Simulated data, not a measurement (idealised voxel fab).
You're looking at the process module voxel ribs on slabs.
240 nm wide, 5 nm square cells: that's cross-section cut.
For the purposes of this document, a cross-section shall be understood as a grid of square cells, specified as bands listed in top-to-bottom order, each band consisting of one or more rows of cells.
In this notation a band is specified by the heights of its top and bottom, in that order and in nm, after which its materials appear from left to right, each paired with its width in nm. The word "edge to edge" attached to a single material means that material fills the band from edge to edge; the word "blank" stands for empty space.
Zero point of the height axis is 0; under it, received wafer = one material. Lowest band: continues down indefinitely, "0 down".
It should be noted that a width expressed as "30->40" varies in equal increments from row to row of cells within the band, taking the value of the first number at the top row and that of the second number at the bottom row.
Where a step carries "remained unchanged", the cross-section came out of it unchanged, cell for cell.
What "Completely sealed voids" gives you is every empty space of 8 cells or more that is cut off from the top. Each appears as width x height at distance, with the distance taken from the left edge and width, height and distance all in nm.
It should be noted that, on the line of a given step, the content following the step's settings is a remark produced by the simulator itself with respect to that step.
Each step line may optionally specify "overlay nm", which for a step with a mask gives the rightward distance between the mask's planned place and where it lay, a negative value indicating the leftward direction.
[Intended process steps]
| 1 | RECEIVE,material Si |
| 2 | DIRECTIONAL_DEP,material SiO2,thk nm 30 |
| 3 | DIRECTIONAL_DEP,material SiN,thk nm 25 |
| 4 | DIRECTIONAL_DEP,material aC,thk nm 10 |
| 5 | PATTERN,tone cover,mask id RIB,material resist,width nm 25,thk nm 25,overlay nm 0 |
| 6 | DIRECTIONAL_ETCH,etch materials aC,depth nm 10 |
| 7 | STRIP,etch materials resist |
| 8 | DIRECTIONAL_ETCH,etch materials SiN,depth nm 10 |
| 9 | STRIP,etch materials aC |
| 10 | PATTERN,tone cover,mask id SLAB,material resist,width nm 85,thk nm 20,overlay nm 0 |
| 11 | DIRECTIONAL_ETCH,etch materials SiN,depth nm 15 |
| 12 | STRIP,etch materials resist |
| 13 | FILL_DEP,material SiO2,thk nm 30 |
| 14 | CMP,height nm 75 |
| 15 | DIRECTIONAL_DEP,material W,thk nm 10 |
| 16 | DIRECTIONAL_DEP,material aC,thk nm 15 |
| 17 | PATTERN,tone cover,mask id HEATER,material resist,width nm 35,thk nm 35,overlay nm -15 |
| 18 | DIRECTIONAL_ETCH,etch materials aC,depth nm 15 |
| 19 | STRIP,etch materials resist |
| 20 | DIRECTIONAL_ETCH,etch materials W,depth nm 10 |
| 21 | STRIP,etch materials aC |
| 22 | CONFORMAL_DEP,material SiN,thk nm 10 |
The value of overlay nm given for step 17 in the plan refers to the first wafer; the wafers vary in this setting and are alike at the start.
[So this is the first of several wafers, cross-sectioned as it came to us, meaning it's at the end of step 1]
- 0 down  Si edge to edge
- Completely sealed voids: none
[Post step 22, the closing step of the module: first of several wafers, cross-sectioned]
- 95 to 85  75 nm blank, 55 nm SiN, 110 nm blank
- 85 to 75  85 nm SiN, 35 nm W, 120 nm SiN
- 75 to 55  SiO2 edge to edge
- 55 to 45  105 nm SiO2, 25 nm SiN, 110 nm SiO2
- 45 to 30  75 nm SiO2, 85 nm SiN, 80 nm SiO2
- 30 to 0  SiO2 edge to edge
- 0 down  Si edge to edge
- Completely sealed voids: none
[Cross-section, last wafer, module completion]
- 95 to 85  105 nm blank, 55 nm SiN, 80 nm blank
- 85 to 75  115 nm SiN, 35 nm W, 90 nm SiN
- 75 to 55  SiO2 edge to edge
- 55 to 45  105 nm SiO2, 25 nm SiN, 110 nm SiO2
- 45 to 30  75 nm SiO2, 85 nm SiN, 80 nm SiO2
- 30 to 0  SiO2 edge to edge
- 0 down  Si edge to edge
- Completely sealed voids: none
[Heads up, this table goes wafer by wafer. A row tells you, at the end of the module, how many cells of each material that wafer has put on (+) or dropped (-) since it was received, and then its closed voids]
overlay nm -15 | +165 SiN | +659 SiO2 | +14 W | Completely sealed voids: none
overlay nm -10 | +165 SiN | +659 SiO2 | +14 W | Completely sealed voids: none
overlay nm -5 | +165 SiN | +659 SiO2 | +14 W | Completely sealed voids: none
overlay nm 0 | +165 SiN | +659 SiO2 | +14 W | Completely sealed voids: none
overlay nm 5 | +165 SiN | +659 SiO2 | +14 W | Completely sealed voids: none
overlay nm 10 | +165 SiN | +659 SiO2 | +14 W | Completely sealed voids: none
overlay nm 15 | +165 SiN | +659 SiO2 | +14 W | Completely sealed voids: none
